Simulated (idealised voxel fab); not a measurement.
Process module heading - voxel wiring stack
Section cut is 240 nm wide and gridded with 5 nm square cells.
Think of the cross-section as a grid of square cells. We describe it in bands, top to bottom, and each band covers one or more rows of those cells. Per band: top height and bottom height in nm, followed by the left-to-right materials and their widths in nm; "full width" marks a single material spanning edge to edge, "blank" marks empty space. The reference from which all heights are counted is 0, the level beneath which the as-received wafer is entirely one material; the lowest band, having no lower bound, proceeds downward and is written after the example "0 and below". Width "30->40": first value at the band's top row of cells, second value at its bottom row, equal change from row to row. "everything unchanged" means the step left every cell of the cross-section as it was. The entry titled "Sealed void list" provides the empty spaces that have no open way to the top, restricted to those of 8 cells or more. Each is presented as width x height at distance, the distance being measured from the left edge, with all three in nm. Heads up: the bit after the settings on a step's line is the simulator's remark on that step. overlay nm: for a step with a mask, the amount by which the mask lay right of where it was planned; a negative amount means left of it.

Intended process steps
1: RECEIVE: material Si
2: CONFORMAL_DEP: material SiO2, thk nm 10
3: DIRECTIONAL_DEP: material TiN, thk nm 5
4: DIRECTIONAL_DEP: material Ru, thk nm 20
5: MASKED_ETCH: tone cover, mask id METAL_1, width nm 20, pitch nm 40, etch materials Ru, depth nm 20, overlay nm 0
6: MASKED_ETCH: tone cover, mask id METAL_1, width nm 20, pitch nm 40, etch materials TiN, depth nm 5, overlay nm 0
7: FILL_DEP: material SiO2, thk nm 5
8: CMP: height nm 35
9: CONFORMAL_DEP: material SiCN, thk nm 5
10: DIRECTIONAL_DEP: material lowk, thk nm 10
11: MASKED_ETCH: tone open, mask id PLUG_1, width nm 15, pitch nm 80, etch materials lowk, depth nm 10, overlay nm 0
12: MASKED_ETCH: tone open, mask id PLUG_1, width nm 15, pitch nm 80, etch materials SiCN, depth nm 5, overlay nm 0
13: CONFORMAL_DEP: material TiN, thk nm 5
14: FILL_DEP: material Ru, thk nm 10
15: CMP: height nm 50
16: DIRECTIONAL_DEP: material TiN, thk nm 5
17: DIRECTIONAL_DEP: material Ru, thk nm 20
18: PATTERN: tone cover, mask id METAL_2, material resist, width nm 20, pitch nm 40, thk nm 20, overlay nm 0
19: DIRECTIONAL_ETCH: etch materials Ru, depth nm 20
20: DIRECTIONAL_ETCH: etch materials TiN, depth nm 5
21: STRIP: etch materials resist
22: CONFORMAL_DEP: material SiCN, thk nm 5
23: FILL_DEP: material lowk, thk nm 5
24: CMP: height nm 75
25: CONFORMAL_DEP: material SiCN, thk nm 5
The wafers are alike at the start. At step 11, their width nm differs. The plan lists the first wafer's value.

The first of several wafers, as received after step 1, seen in section
	0 and below | Si full width
	Sealed void list: none

Take any row and you have a wafer at the end of the module: how many cells of each material it has gained (+) or lost (-) since it was received, and then its closed voids
width nm 15, +100 Ru, +150 SiCN, +276 SiO2, +38 TiN, +204 lowk, Sealed void list: none
width nm 20, +102 Ru, +150 SiCN, +276 SiO2, +40 TiN, +200 lowk, Sealed void list: none
width nm 25, +104 Ru, +150 SiCN, +276 SiO2, +42 TiN, +196 lowk, Sealed void list: none
width nm 30, +106 Ru, +150 SiCN, +276 SiO2, +44 TiN, +192 lowk, Sealed void list: none
